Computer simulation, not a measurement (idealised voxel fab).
process module | voxel wiring stack
cross-section cut | 260 nm wide | cells 5 nm
A cross-section is a grid of square cells, given in bands from the top down. A band is one or more rows of cells.
Each band's line starts with the height of the band's top and of its bottom, in nm. Then come its materials from left to right, each with its width in nm. One material with "throughout" fills the band from edge to edge. "air" is empty space.
Height 0 is the level under which the wafer as received is all one material. The lowest band goes on downwards, as in "0 down".
A width such as "30 to 40" changes by the same amount from each row of cells to the next, from the band's top row to its bottom row.
"no change" after a step means that no cell of the cross-section changed.
closed voids: empty space of 8 cells or more with no open way to the top, each as width x height at its distance from the left edge, in nm
after a step's settings: what the simulator itself notes on the step
overlay nm, on a step with a mask: how far to the right of its planned place the mask lay; to the left if negative
plan
1 op RECEIVE | material Si
2 op CONFORMAL_DEP | material SiO2 | thk nm 15
3 op DIRECTIONAL_DEP | material TiN | thk nm 5
4 op DIRECTIONAL_DEP | material Ru | thk nm 15
5 op PATTERN | tone cover | mask id METAL_1 | material resist | width nm 20 | pitch nm 45 | thk nm 20 | overlay nm 0
6 op DIRECTIONAL_ETCH | etch materials Ru | depth nm 15
7 op DIRECTIONAL_ETCH | etch materials TiN | depth nm 5
8 op STRIP | etch materials resist
9 op CONFORMAL_DEP | material SiN | thk nm 5
10 op FILL_DEP | material SiO2 | thk nm 10
11 op CMP | height nm 35
12 op CONFORMAL_DEP | material SiCN | thk nm 5
13 op DIRECTIONAL_DEP | material SiO2 | thk nm 30
14 op MASKED_ETCH | tone open | mask id METAL_2_HOLES | width nm 15 | pitch nm 45 | etch materials SiO2 | depth nm 30 | overlay nm 0
15 op MASKED_ETCH | tone open | mask id METAL_2 | width nm 20 | pitch nm 45 | etch materials SiO2 | depth nm 15 | overlay nm 0
16 op MASKED_ETCH | tone open | mask id METAL_2 | width nm 20 | pitch nm 45 | etch materials SiCN | depth nm 5 | overlay nm 0
17 op CONFORMAL_DEP | material TiN | thk nm 5
18 op FILL_DEP | material Ru | thk nm 10
19 op CMP | height nm 70
20 op CONFORMAL_DEP | material SiCN | thk nm 5
as received, after step 1
  0 down: Si throughout
  closed voids: none
a wafer at the end: this start, this plan, one mistake
  75 to 70: SiCN throughout
  70 to 60: SiO2 50 | TiN 5 | Ru 10 | TiN 5 | SiO2 25 | TiN 5 | Ru 10 | TiN 5 | SiO2 25 | TiN 5 | Ru 10 | TiN 5 | SiO2 25 | TiN 5 | Ru 10 | TiN 5 | SiO2 55
  60 to 55: SiO2 50 | TiN 5 | Ru 5 | TiN 10 | SiO2 25 | TiN 5 | Ru 5 | TiN 10 | SiO2 25 | TiN 5 | Ru 5 | TiN 10 | SiO2 25 | TiN 5 | Ru 5 | TiN 10 | SiO2 55
  55 to 40: SiO2 50 | TiN 5 | Ru 5 | TiN 5 | SiO2 30 | TiN 5 | Ru 5 | TiN 5 | SiO2 30 | TiN 5 | Ru 5 | TiN 5 | SiO2 30 | TiN 5 | Ru 5 | TiN 5 | SiO2 60
  40 to 35: SiCN 50 | TiN 15 | SiCN 30 | TiN 15 | SiCN 30 | TiN 15 | SiCN 30 | TiN 15 | SiCN 60
  35 to 20: SiO2 40 | SiN 5 | Ru 30 | SiN 5 | SiO2 5 | SiN 5 | Ru 30 | SiN 5 | SiO2 5 | SiN 5 | Ru 30 | SiN 5 | SiO2 5 | SiN 5 | Ru 30 | SiN 5 | SiO2 45
  20 to 15: SiN 45 | TiN 30 | SiN 15 | TiN 30 | SiN 15 | TiN 30 | SiN 15 | TiN 30 | SiN 50
  15 to 0: SiO2 throughout
  0 down: Si throughout
  closed voids: none
what went wrong: step 5 ran as: op PATTERN | tone cover | mask id METAL_1 | material resist | width nm 30 | pitch nm 45 | thk nm 20 | overlay nm 0
